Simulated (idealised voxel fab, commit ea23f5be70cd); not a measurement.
Name of the process module below: voxel transistor to metal
Section cut is 170 nm wide and gridded with 5 nm square cells.
Bands, listed from the top down, are how a cross-section gets written in this document; the cross-section itself is a grid of square cells, and a band is one or more rows of them.
Within each band entry, the heights of the top and of the bottom of the band appear first, in that order and in nm; the materials of the band then follow from left to right, each with its corresponding width in nm. The designation "full width" on a single material indicates that it fills the band from edge to edge; the designation "air" indicates empty space.
We count height from 0. Below that, the starting wafer is all one material. The lowest band never ends at the bottom but goes on down; see "top 0, no bottom" for how that is written.
It should be noted that a width expressed as "30->40" varies in equal increments from row to row of cells within the band, taking the value of the first number at the top row and that of the second number at the bottom row.
"no modification" after a step means that no cell of the cross-section changed.
"closed voids" - sealed voids, min. 8 cells, no opening to top; format: width x height at distance (distance from left edge; nm throughout).
Past the settings on a step's line: simulator remark, on that step.
The setting "overlay nm" may be written on the line of a step. When the step uses a mask, the value reports how far to the right of the planned place the mask lay, and a negative value reports that it lay to the left.

## Steps planned for the process
- 1: RECEIVE: material Si
- 2: CONFORMAL_DEP: material SiO2, thk nm 5
- 3: CONFORMAL_DEP: material SiN, thk nm 15
- 4: MASKED_ETCH: tone cover, mask id ACTIVE, width nm 125, etch materials SiN, depth nm 15, overlay nm 0
- 5: MASKED_ETCH: tone cover, mask id ACTIVE, width nm 125, etch materials SiO2, depth nm 5, overlay nm 0
- 6: MASKED_ETCH: tone cover, mask id ACTIVE, width nm 125, etch materials Si, depth nm 35, overlay nm 0
- 7: FILL_DEP: material SiO2, thk nm 10
- 8: CMP: height nm 20
- 9: SELECTIVE_ETCH: etch materials SiO2, depth nm 10
- 10: STRIP: etch materials SiN
- 11: SELECTIVE_ETCH: etch materials SiO2, depth nm 5
- 12: OXIDIZE: depth nm 5
- 13: DIRECTIONAL_DEP: material polySi, thk nm 20
- 14: DIRECTIONAL_DEP: material SiCN, thk nm 10
- 15: PATTERN: tone cover, mask id GATE, material resist, width nm 25, thk nm 20, overlay nm 0
- 16: DIRECTIONAL_ETCH: etch materials SiCN, depth nm 20
- 17: DIRECTIONAL_ETCH: etch materials polySi, depth nm 30
- 18: STRIP: etch materials resist
- 19: CONFORMAL_DEP: material SiO2, thk nm 5
- 20: DIRECTIONAL_ETCH: etch materials SiO2, depth nm 5
- 21: CONFORMAL_DEP: material SiN, thk nm 10
- 22: DIRECTIONAL_ETCH: etch materials SiN, depth nm 10
- 23: DIRECTIONAL_ETCH: etch materials SiO2, depth nm 5
- 24: DIRECTIONAL_ETCH: etch materials Si, depth nm 10
- 25: EPI: material pSi, thk nm 15
- 26: FILL_DEP: material SiO2, thk nm 5
- 27: CMP: height nm 30
- 28: DIRECTIONAL_DEP: material SiO2, thk nm 10
- 29: MASKED_ETCH: tone open, mask id CONTACT, width nm 35, pitch nm 70, etch materials SiO2, depth nm 30, overlay nm 0
- 30: CONFORMAL_DEP: material TiN, thk nm 5
- 31: FILL_DEP: material W, thk nm 5
- 32: CMP: height nm 40
- 33: CONFORMAL_DEP: material SiCN, thk nm 5
- 34: DIRECTIONAL_DEP: material SiO2, thk nm 20
- 35: DIRECTIONAL_DEP: material aC, thk nm 10
- 36: PATTERN: tone open, mask id METAL_1, material resist, width nm 20, pitch nm 85, thk nm 25, overlay nm 0
- 37: DIRECTIONAL_ETCH: etch materials aC, depth nm 10
- 38: STRIP: etch materials resist
- 39: DIRECTIONAL_ETCH: etch materials SiO2, depth nm 20
- 40: DIRECTIONAL_ETCH: etch materials SiCN, depth nm 5
- 41: STRIP: etch materials aC
- 42: CONFORMAL_DEP: material TiN, thk nm 5
- 43: FILL_DEP: material Cu, thk nm 10
- 44: CMP: height nm 55
- 45: CONFORMAL_DEP: material SiCN, thk nm 5
Same starting wafers, different height nm at step 44. Plan value belongs to the first wafer.

## As-received state after step 1, first of several wafers, cross-section
    top 0, no bottom  Si full width
    closed voids: none

## Rows = wafers. At module end, each row lists per material the cells gained (+) or lost (-) since the wafer was received, then the closed voids
height nm 55, +8 Cu, -108 Si, +70 SiCN, +28 SiN, +254 SiO2, +50 TiN, +34 W, +52 pSi, +20 polySi, closed voids: none
height nm 60, +12 Cu, -108 Si, +70 SiCN, +28 SiN, +280 SiO2, +54 TiN, +34 W, +52 pSi, +20 polySi, closed voids: none
height nm 65, +16 Cu, -108 Si, +70 SiCN, +28 SiN, +306 SiO2, +58 TiN, +34 W, +52 pSi, +20 polySi, closed voids: none
height nm 70, +20 Cu, -108 Si, +70 SiCN, +28 SiN, +306 SiO2, +88 TiN, +34 W, +52 pSi, +20 polySi, closed voids: none
height nm 75, +54 Cu, -108 Si, +70 SiCN, +28 SiN, +306 SiO2, +88 TiN, +34 W, +52 pSi, +20 polySi, closed voids: none
height nm 80, +88 Cu, -108 Si, +70 SiCN, +28 SiN, +306 SiO2, +88 TiN, +34 W, +52 pSi, +20 polySi, closed voids: none
